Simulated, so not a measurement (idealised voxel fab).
Process module heading - voxel ribs on slabs
Pictured: cross-section cut, 220 nm wide, on a grid of 5 nm square cells.
A cross-section in this document is a grid of square cells, and it is written down as bands, the top band listed before the ones below it; a band is made up of one or more rows of cells. Heads up on the band format: heights come first, top then bottom, in nm. After that it's the materials left to right, each with its width in nm. A single material flagged "full width" fills the whole band edge to edge, and "blank" means there's empty space there. A quick word on heights: they are counted from 0, and under that level the wafer as it came to us is one material throughout. The lowest band is different from the rest in having no bottom; it simply continues downward, written as in "from 0 down". Think of "30 to 40" as a width that walks from the first number to the second as you go down the band, top row to bottom row, taking equal-sized steps from row to row. Any step labelled "no alterations made" changed none of the cells in the cross-section. Voids not open to the top, 8 cells minimum: see "Closed-off voids". Written width x height at distance; distance is from the left edge; nm. If you see something after the settings on a step's line, that's the simulator's own remark about that step. A step line may carry the setting "overlay nm", which, for steps involving a mask, states the distance by which the mask lay to the right of its intended position; negative values denote displacement to the left.

So here's the lineup of process steps we planned:
- 1: op RECEIVE | material Si
- 2: op DIRECTIONAL_DEP | material SiO2 | thk nm 20
- 3: op DIRECTIONAL_DEP | material polySi | thk nm 25
- 4: op MASKED_ETCH | tone cover | mask id RIB | width nm 20 | etch materials polySi | depth nm 15 | overlay nm 0
- 5: op PATTERN | tone cover | mask id SLAB | material resist | width nm 50 | thk nm 20 | overlay nm 0
- 6: op DIRECTIONAL_ETCH | etch materials polySi | depth nm 10
- 7: op STRIP | etch materials resist
- 8: op FILL_DEP | material SiO2 | thk nm 20
- 9: op CMP | height nm 60
- 10: op DIRECTIONAL_DEP | material W | thk nm 5
- 11: op PATTERN | tone cover | mask id HEATER | material resist | width nm 30 | thk nm 20 | overlay nm 0
- 12: op DIRECTIONAL_ETCH | etch materials W | depth nm 5
- 13: op STRIP | etch materials resist
- 14: op CONFORMAL_DEP | material SiN | thk nm 5

Cross-section of the incoming wafer, state after step 1:
    from 0 down | Si full width
    Closed-off voids: none

Post-module cross-section of the first of two wafers (run per plan):
    from 70 to 65 | 90 nm blank; 40 nm SiN; 90 nm blank
    from 65 to 60 | 95 nm SiN; 30 nm W; 95 nm SiN
    from 60 to 45 | SiO2 full width
    from 45 to 30 | 100 nm SiO2; 20 nm polySi; 100 nm SiO2
    from 30 to 20 | 85 nm SiO2; 50 nm polySi; 85 nm SiO2
    from 20 to 0 | SiO2 full width
    from 0 down | Si full width
    Closed-off voids: none

Wafer two cross-section, module end. Start and plan unchanged from wafer one; one mistake made during the run:
    from 70 to 65 | 90 nm blank; 40 nm SiN; 90 nm blank
    from 65 to 60 | 95 nm SiN; 30 nm W; 95 nm SiN
    from 60 to 40 | SiO2 full width
    from 40 to 25 | 100 nm SiO2; 20 nm polySi; 100 nm SiO2
    from 25 to 15 | 85 nm SiO2; 50 nm polySi; 85 nm SiO2
    from 15 to 0 | SiO2 full width
    from 0 down | Si full width
    Closed-off voids: none
Against the plan, the run slipped here: for step 2, the planned setting was not used; the step was instead run as op DIRECTIONAL_DEP | material SiO2 | thk nm 15
At the end, each material covers as many cells on the second wafer as it does on the first, though the cells it covers are elsewhere.
